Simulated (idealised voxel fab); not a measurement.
Herein follows the process module entitled voxel double patterning.
Section shown: cut. Width: 195 nm. Cell size: 5 nm, square.
Cross-section spec: square-cell grid; bands listed top down; each band is one or more rows. It is stipulated that each band's entry specify, in nanometres, the height of the top of the band and then that of its bottom, followed by the materials of the band in left-to-right sequence, each together with its width in nanometres. A single material marked by the word "all across" is understood to fill the band from edge to edge; the word "empty" is understood to denote empty space. Counting heights begins at 0, where everything beneath is, in the wafer as received, one material. The lowest band has no bottom; it goes on downwards, as "from 0 down" shows. Quick explanation for "30 to 40": the width changes in equal steps down the rows of cells, from the first number in the band's top row to the second number in its bottom row. The designation "nothing was modified", where it is given for a processing step, indicates that no cell of the cross-section was altered in the course of that step. In the "Closed internal cavities" entry, you get each enclosed empty space of 8 cells or more, one with no open way to the top, written width x height at distance, distance from the left edge, in nm. It should be noted that, on the line of a given step, the content following the step's settings is a remark produced by the simulator itself with respect to that step. When a step includes a mask, the "overlay nm" setting on its line states how far to the right of its planned place that mask lay, and negative values state how far to the left.

[Process steps foreseen in the plan]
1. RECEIVE with material Si
2. CONFORMAL_DEP with material SiO2, thk nm 5
3. DIRECTIONAL_DEP with material polySi, thk nm 20
4. DIRECTIONAL_DEP with material SiN, thk nm 5
5. DIRECTIONAL_DEP with material aC, thk nm 10
6. PATTERN with tone open, mask id FIRST, material resist, width nm 15, pitch nm 50, thk nm 30, overlay nm 0
7. DIRECTIONAL_ETCH with etch materials aC, depth nm 10
8. STRIP with etch materials resist
9. DIRECTIONAL_ETCH with etch materials SiN, depth nm 5
10. STRIP with etch materials aC
11. PATTERN with tone open, mask id SECOND, material resist, width nm 15, thk nm 20, overlay nm 0
12. DIRECTIONAL_ETCH with etch materials SiN, depth nm 5
13. STRIP with etch materials resist
14. DIRECTIONAL_ETCH with etch materials polySi, depth nm 20
15. STRIP with etch materials SiN

[Wafer at receipt (post step 1), cross-section]
- from 0 down  Si all across
- Closed internal cavities: none

[Looking at the first of two wafers in cross-section at end of module - ran to plan]
- from 25 to 5  65 nm polySi / 15 nm empty / 10 nm polySi / 15 nm empty / 10 nm polySi / 15 nm empty / 65 nm polySi
- from 5 to 0  SiO2 all across
- from 0 down  Si all across
- Closed internal cavities: none

[Second wafer cross-section at end of module - shared start and plan with the first, one mistake in the run]
- from 25 to 15  65 nm polySi / 15 nm empty / 10 nm polySi / 15 nm empty / 10 nm polySi / 15 nm empty / 65 nm polySi
- from 15 to 5  polySi all across
- from 5 to 0  SiO2 all across
- from 0 down  Si all across
- Closed internal cavities: none
Error vs. plan: step 14 ran as: DIRECTIONAL_ETCH with etch materials polySi, depth nm 10
The second wafer ends with more or fewer cells of some materials than the first, per final count: polySi: 18 more
